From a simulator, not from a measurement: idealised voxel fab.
Documented hereafter: the process module known as voxel self aligned vias.
cross-section cut | 280 nm wide | cells 5 nm
Format of a cross-section: grid, square cells. Given as bands. Order: top down. Band: one or more rows of cells. The band entry comprises the height of the band's top followed by the height of its bottom, expressed in nm, and subsequently the band's materials from left to right, each stated together with its width in nm. Where a single material is marked with the word "edge to edge", that material fills the band from edge to edge. The word "blank" represents empty space. Zero point of the height axis is 0; under it, received wafer = one material. Lowest band: continues down indefinitely, "z 0 and below". A width given as "30 to 40" starts at the first number in the band's top row and ends at the second number in its bottom row, shifting by an equal amount at every step from row to row. For the purposes of this document, the phrase "remains unaltered" attached to a step denotes that no cell within the cross-section was modified by that step. The label "Cavities, closed" introduces a list of the empty spaces, 8 cells or larger, that have no open way up to the top; each entry in it reads width x height at distance, where the distance is taken from the left edge and all three are stated in nm. Text after the settings on a step's line: the simulator's own remark on that step. On any step carrying a mask, the "overlay nm" setting, if present on the step's line, tells how far right of its planned place the mask lay; negative values point to the left.

### Intended process steps
1: RECEIVE: material Si
2: CONFORMAL_DEP: material SiO2, thk nm 10
3: CONFORMAL_DEP: material SiCN, thk nm 5
4: DIRECTIONAL_DEP: material lowk, thk nm 20
5: DIRECTIONAL_DEP: material aC, thk nm 10
6: PATTERN: tone open, mask id LINES, material resist, width nm 30, pitch nm 65, thk nm 30, overlay nm 0
7: DIRECTIONAL_ETCH: etch materials aC, depth nm 10
8: STRIP: etch materials resist
9: DIRECTIONAL_ETCH: etch materials lowk, depth nm 20
10: STRIP: etch materials aC
11: CONFORMAL_DEP: material TiN, thk nm 5
12: FILL_DEP: material W, thk nm 10
13: CMP: height nm 35
14: SELECTIVE_ETCH: etch materials W Ru TiN, depth nm 5
15: FILL_DEP: material SiN, thk nm 5
16: CMP: height nm 35
17: DIRECTIONAL_DEP: material lowk, thk nm 20
18: PATTERN: tone open, mask id VIAS, material resist, width nm 40, thk nm 20, overlay nm 0
19: DIRECTIONAL_ETCH: etch materials lowk, depth nm 20
20: DIRECTIONAL_ETCH: etch materials SiN, depth nm 5
21: STRIP: etch materials resist
22: CONFORMAL_DEP: material TiN, thk nm 5
23: FILL_DEP: material Cu, thk nm 5
24: CMP: height nm 55
25: CONFORMAL_DEP: material SiN, thk nm 5

### Incoming wafer in cross-section (state: after step 1)
	z 0 and below | Si edge to edge
	Cavities, closed: none

### Wafer cross-section at end of module: start and plan as shown above, one execution error
	z 60 to 55 | SiN edge to edge
	z 55 to 40 | lowk 80, then TiN 5, then Cu 30, then TiN 5, then lowk 160
	z 40 to 35 | lowk 80, then TiN 15, then Cu 20, then TiN 5, then lowk 160
	z 35 to 30 | lowk 90, then TiN 30, then lowk 35, then SiN 30, then lowk 95
	z 30 to 20 | lowk 90, then TiN 5, then W 20, then TiN 5, then lowk 35, then TiN 5, then W 20, then TiN 5, then lowk 95
	z 20 to 15 | lowk 90, then TiN 30, then lowk 35, then TiN 30, then lowk 95
	z 15 to 10 | SiCN edge to edge
	z 10 to 0 | SiO2 edge to edge
	z 0 and below | Si edge to edge
	Cavities, closed: none
Finding, execution versus plan: note that step 18 departed from the planned setting and was carried out as PATTERN: tone open, mask id VIAS, material resist, width nm 40, thk nm 20, overlay nm -5
